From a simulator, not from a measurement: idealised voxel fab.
The following process module bears the name voxel fin reveal.
Section cut is 240 nm wide and gridded with 5 nm square cells.
Cross-section = grid of square cells, listed top down in bands; band = one or more rows.
Heights first: top, then bottom, in nm. Then materials, left to right, each with a width in nm. "full width" on a single material: fills the band edge to edge. "blank": empty space.
Heads up on the height convention: 0 is the point under which the incoming wafer is all one material, and the lowest band has no bottom, it just keeps going down, like "0 and below".
Width: "30 to 40" (first number = top row, second number = bottom row, same change from row to row of cells).
Where a step carries "remained the same", the cross-section came out of it unchanged, cell for cell.
The list in "Trapped cavities" covers empty spaces of 8 cells or more that cannot reach the top through any open way, and it gives each as width x height at distance; the distance is from the left edge, and width, height and distance are in nm.
If you see something after the settings on a step's line, that's the simulator's own remark about that step.
Each step line may optionally specify "overlay nm", which for a step with a mask gives the rightward distance between the mask's planned place and where it lay, a negative value indicating the leftward direction.
[The planned process steps are enumerated hereunder]
step 1: RECEIVE: material Si
step 2: CONFORMAL_DEP: material SiN, thk nm 5
step 3: DIRECTIONAL_DEP: material aC, thk nm 5
step 4: PATTERN: tone cover, mask id FINS, material resist, width nm 15, pitch nm 45, thk nm 35, overlay nm 0
step 5: DIRECTIONAL_ETCH: etch materials aC, depth nm 15
step 6: STRIP: etch materials resist
step 7: DIRECTIONAL_ETCH: etch materials SiN, depth nm 5
step 8: DIRECTIONAL_ETCH: etch materials Si, depth nm 35
step 9: STRIP: etch materials aC
step 10: FILL_DEP: material SiO2, thk nm 15
step 11: CMP: height nm 5
step 12: SELECTIVE_ETCH: etch materials SiO2, depth nm 30
step 13: STRIP: etch materials SiN
step 14: CONFORMAL_DEP: material HfO2, thk nm 5
For this document, wafers share an identical start and vary in the step 3 thk nm; the plan quotes the first wafer's value.
[Cross-section: the first of several wafers in its as-received state, i.e. following step 1]
	0 and below = Si full width
	Trapped cavities: none
[Where each wafer stands at the end of the module, a row apiece: cells of each material gained (+) or lost (-) since it was received, then closed voids]
thk nm 5, +78 HfO2, -273 Si, +78 SiO2, Trapped cavities: none
thk nm 10, +78 HfO2, -273 Si, +78 SiO2, Trapped cavities: none
thk nm 15, +78 HfO2, -273 Si, +78 SiO2, Trapped cavities: none
thk nm 20, +48 HfO2, Trapped cavities: none
thk nm 25, +48 HfO2, Trapped cavities: none
thk nm 30, +48 HfO2, Trapped cavities: none
